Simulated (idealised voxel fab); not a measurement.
process module | voxel released beams
cross-section cut | 160 nm wide | cells 5 nm
A cross-section is a grid of square cells, given in bands from the top down. A band is one or more rows of cells.
Each band's line starts with the height of the band's top and of its bottom, in nm. Then come its materials from left to right, each with its width in nm. One material with "throughout" fills the band from edge to edge. "air" is empty space.
Height 0 is the level under which the wafer as received is all one material. The lowest band goes on downwards, as in "0 down".
A width such as "30 to 40" changes by the same amount from each row of cells to the next, from the band's top row to its bottom row.
"no change" after a step means that no cell of the cross-section changed.
closed voids: empty space of 8 cells or more with no open way to the top, each as width x height at its distance from the left edge, in nm
after a step's settings: what the simulator itself notes on the step
overlay nm, on a step with a mask: how far to the right of its planned place the mask lay; to the left if negative
plan
1 op RECEIVE | material Si
2 op CONFORMAL_DEP | material SiN | thk nm 10
3 op DIRECTIONAL_DEP | material SiO2 | thk nm 15
4 op PATTERN | tone open | mask id ANCHOR | material resist | width nm 40 | thk nm 20 | overlay nm 0
5 op DIRECTIONAL_ETCH | etch materials SiO2 | depth nm 15
6 op STRIP | etch materials resist
7 op CONFORMAL_DEP | material TiN | thk nm 15
8 op PATTERN | tone cover | mask id BEAM | material resist | width nm 80 | thk nm 15 | overlay nm 0
9 op DIRECTIONAL_ETCH | etch materials TiN | depth nm 15
10 op STRIP | etch materials resist
11 op STRIP | etch materials SiO2
varied across the wafers: width nm of step 8. The plan shows the first wafer's value. All wafers start alike
first wafer as received, after step 1
  0 down: Si throughout
  closed voids: none
first wafer at the end, after step 11
  40 to 25: air 35 | TiN 15 | air 10 | TiN 55 | air 45
  25 to 10: air 35 | TiN 40 | air 85
  10 to 0: SiN throughout
  0 down: Si throughout
  closed voids: none
last wafer at the end
  40 to 25: air 25 | TiN 25 | air 10 | TiN 70 | air 30
  25 to 10: air 35 | TiN 40 | air 85
  10 to 0: SiN throughout
  0 down: Si throughout
  closed voids: none
each wafer at the end: cells of each material gained (+) or lost (-) since it was received, then its closed voids
width nm 80 | +64 SiN | +66 TiN | closed voids: none
width nm 85 | +64 SiN | +69 TiN | closed voids: none
width nm 90 | +64 SiN | +72 TiN | closed voids: none
width nm 95 | +64 SiN | +75 TiN | closed voids: none
width nm 100 | +64 SiN | +78 TiN | closed voids: none
width nm 105 | +64 SiN | +81 TiN | closed voids: none
